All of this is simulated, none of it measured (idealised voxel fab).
process module | voxel self aligned contacts
cross-section cut | 195 nm wide | cells 5 nm
A cross-section is a grid of square cells, given in bands from the top down. A band is one or more rows of cells.
Each band's line starts with the height of the band's top and of its bottom, in nm. Then come its materials from left to right, each with its width in nm. One material with "throughout" fills the band from edge to edge. "air" is empty space.
Height 0 is the level under which the wafer as received is all one material. The lowest band goes on downwards, as in "0 down".
A width such as "30 to 40" changes by the same amount from each row of cells to the next, from the band's top row to its bottom row.
"no change" after a step means that no cell of the cross-section changed.
closed voids: empty space of 8 cells or more with no open way to the top, each as width x height at its distance from the left edge, in nm
after a step's settings: what the simulator itself notes on the step
overlay nm, on a step with a mask: how far to the right of its planned place the mask lay; to the left if negative
plan
1 op RECEIVE | material Si
2 op OXIDIZE | depth nm 5
3 op DIRECTIONAL_DEP | material polySi | thk nm 30
4 op DIRECTIONAL_DEP | material SiN | thk nm 25
5 op PATTERN | tone cover | mask id GATE | material resist | width nm 30 | pitch nm 75 | thk nm 15 | overlay nm 0
6 op DIRECTIONAL_ETCH | etch materials SiN | depth nm 25
7 op DIRECTIONAL_ETCH | etch materials polySi | depth nm 30
8 op STRIP | etch materials resist
9 op CONFORMAL_DEP | material SiN | thk nm 10
10 op DIRECTIONAL_ETCH | etch materials SiN | depth nm 10
11 op FILL_DEP | material SiO2 | thk nm 20
12 op CMP | height nm 65
13 op MASKED_ETCH | tone open | mask id CONTACT | width nm 55 | etch materials SiO2 | depth nm 70 | overlay nm 0
14 op CONFORMAL_DEP | material TiN | thk nm 5
15 op FILL_DEP | material W | thk nm 5
16 op CMP | height nm 65
17 op CONFORMAL_DEP | material SiCN | thk nm 5
as received, after step 1
  0 down: Si throughout
  closed voids: none
a wafer at the end: this start, this plan, one mistake
  70 to 65: SiCN throughout
  65 to 60: SiO2 35 | SiN 50 | TiN 5 | W 15 | TiN 5 | SiN 50 | SiO2 35
  60 to 35: SiO2 35 | SiN 10 | polySi 30 | SiN 10 | TiN 5 | W 15 | TiN 5 | SiN 10 | polySi 30 | SiN 10 | SiO2 35
  35 to 30: SiO2 35 | SiN 10 | polySi 30 | SiN 10 | TiN 25 | SiN 10 | polySi 30 | SiN 10 | SiO2 35
  30 to 0: polySi throughout
  0 to -5: SiO2 throughout
  -5 down: Si throughout
  closed voids: none
what went wrong: step 3 was run twice
